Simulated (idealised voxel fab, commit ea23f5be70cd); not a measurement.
The following is a process module called voxel gate over fins.
This is section cut - it's 295 nm across, gridded in 5 nm square cells.
We lay out every cross-section as a grid of square cells and spell it out in bands from the top down, where one band means one or more rows of cells. Top, bottom (nm), then materials left to right with widths (nm); lone material tagged "full width" fills the whole band edge to edge; "blank" = empty space. Height datum 0, below which the as-received substrate wafer is one material. Lowest band open at the bottom, running downward: "0 nm and below". Width: "30->40" (first number = top row, second number = bottom row, same change from row to row of cells). "stayed the same" for a step: no cell of the cross-section changed in that step. Entry "Closed empty spaces". Content: empty spaces with no open connection to the top, size 8 cells or greater. Each: width x height at distance. Distance: from left edge. Unit: nm. Anything after a step's settings on that line? It's the simulator's own note about the step. On any step carrying a mask, the "overlay nm" setting, if present on the step's line, tells how far right of its planned place the mask lay; negative values point to the left.

Process steps - plan:
- 1: RECEIVE: material Si
- 2: CONFORMAL_DEP: material SiN, thk nm 5
- 3: MASKED_ETCH: tone cover, mask id FINS, width nm 15, pitch nm 40, etch materials SiN, depth nm 5, overlay nm 0
- 4: MASKED_ETCH: tone cover, mask id FINS, width nm 15, pitch nm 40, etch materials Si, depth nm 35, overlay nm 0
- 5: FILL_DEP: material SiO2, thk nm 5
- 6: CMP: height nm 5
- 7: SELECTIVE_ETCH: etch materials SiO2, depth nm 20
- 8: STRIP: etch materials SiN
- 9: CONFORMAL_DEP: material HfO2, thk nm 5
- 10: CONFORMAL_DEP: material TiN, thk nm 5
- 11: FILL_DEP: material W, thk nm 15
- 12: CMP: height nm 20
- 13: CONFORMAL_DEP: material SiN, thk nm 5
varied across the wafers: width nm of step 3. The plan shows the first wafer's value. All wafers start alike

First of several wafers, received after step 1, in cross-section:
> 0 nm and below  Si full width
> Closed empty spaces: none

First of several wafers in cross-section at module end, following the final step, step 13:
> 25 nm to 20 nm  SiN full width
> 20 nm to 10 nm  W full width
> 10 nm to 5 nm  70 nm W  35 nm TiN  5 nm W  35 nm TiN  5 nm W  35 nm TiN  5 nm W  35 nm TiN  70 nm W
> 5 nm to 0 nm  70 nm W  5 nm TiN  25 nm HfO2  5 nm TiN  5 nm W  5 nm TiN  25 nm HfO2  5 nm TiN  5 nm W  5 nm TiN  25 nm HfO2  5 nm TiN  5 nm W  5 nm TiN  25 nm HfO2  5 nm TiN  70 nm W
> 0 nm to -5 nm  70 nm W  5 nm TiN  5 nm HfO2  15 nm Si  5 nm HfO2  5 nm TiN  5 nm W  5 nm TiN  5 nm HfO2  15 nm Si  5 nm HfO2  5 nm TiN  5 nm W  5 nm TiN  5 nm HfO2  15 nm Si  5 nm HfO2  5 nm TiN  5 nm W  5 nm TiN  5 nm HfO2  15 nm Si  5 nm HfO2  5 nm TiN  70 nm W
> -5 nm to -10 nm  75 nm TiN  5 nm HfO2  15 nm Si  5 nm HfO2  15 nm TiN  5 nm HfO2  15 nm Si  5 nm HfO2  15 nm TiN  5 nm HfO2  15 nm Si  5 nm HfO2  15 nm TiN  5 nm HfO2  15 nm Si  5 nm HfO2  75 nm TiN
> -10 nm to -15 nm  80 nm HfO2  15 nm Si  25 nm HfO2  15 nm Si  25 nm HfO2  15 nm Si  25 nm HfO2  15 nm Si  80 nm HfO2
> -15 nm to -35 nm  80 nm SiO2  15 nm Si  25 nm SiO2  15 nm Si  25 nm SiO2  15 nm Si  25 nm SiO2  15 nm Si  80 nm SiO2
> -35 nm and below  Si full width
> Closed empty spaces: none

Cross-section at module completion, last wafer:
> 25 nm to 20 nm  SiN full width
> 20 nm to 10 nm  W full width
> 10 nm to 5 nm  65 nm W  165 nm TiN  65 nm W
> 5 nm to 0 nm  65 nm W  5 nm TiN  35 nm HfO2  5 nm TiN  35 nm HfO2  5 nm TiN  35 nm HfO2  5 nm TiN  35 nm HfO2  5 nm TiN  65 nm W
> 0 nm to -5 nm  65 nm W  5 nm TiN  5 nm HfO2  25 nm Si  5 nm HfO2  5 nm TiN  5 nm HfO2  25 nm Si  5 nm HfO2  5 nm TiN  5 nm HfO2  25 nm Si  5 nm HfO2  5 nm TiN  5 nm HfO2  25 nm Si  5 nm HfO2  5 nm TiN  65 nm W
> -5 nm to -10 nm  70 nm TiN  5 nm HfO2  25 nm Si  5 nm HfO2  5 nm TiN  5 nm HfO2  25 nm Si  5 nm HfO2  5 nm TiN  5 nm HfO2  25 nm Si  5 nm HfO2  5 nm TiN  5 nm HfO2  25 nm Si  5 nm HfO2  70 nm TiN
> -10 nm to -15 nm  75 nm HfO2  25 nm Si  15 nm HfO2  25 nm Si  15 nm HfO2  25 nm Si  15 nm HfO2  25 nm Si  75 nm HfO2
> -15 nm to -35 nm  75 nm SiO2  25 nm Si  15 nm SiO2  25 nm Si  15 nm SiO2  25 nm Si  15 nm SiO2  25 nm Si  75 nm SiO2
> -35 nm and below  Si full width
> Closed empty spaces: none

Rows = wafers. At module end, each row lists per material the cells gained (+) or lost (-) since the wafer was received, then the closed voids:
width nm 15 | +83 HfO2 | -329 Si | +59 SiN | +188 SiO2 | +83 TiN | +211 W | Closed empty spaces: none
width nm 20 | +83 HfO2 | -301 Si | +59 SiN | +172 SiO2 | +83 TiN | +199 W | Closed empty spaces: none
width nm 25 | +83 HfO2 | -273 Si | +59 SiN | +156 SiO2 | +74 TiN | +196 W | Closed empty spaces: none
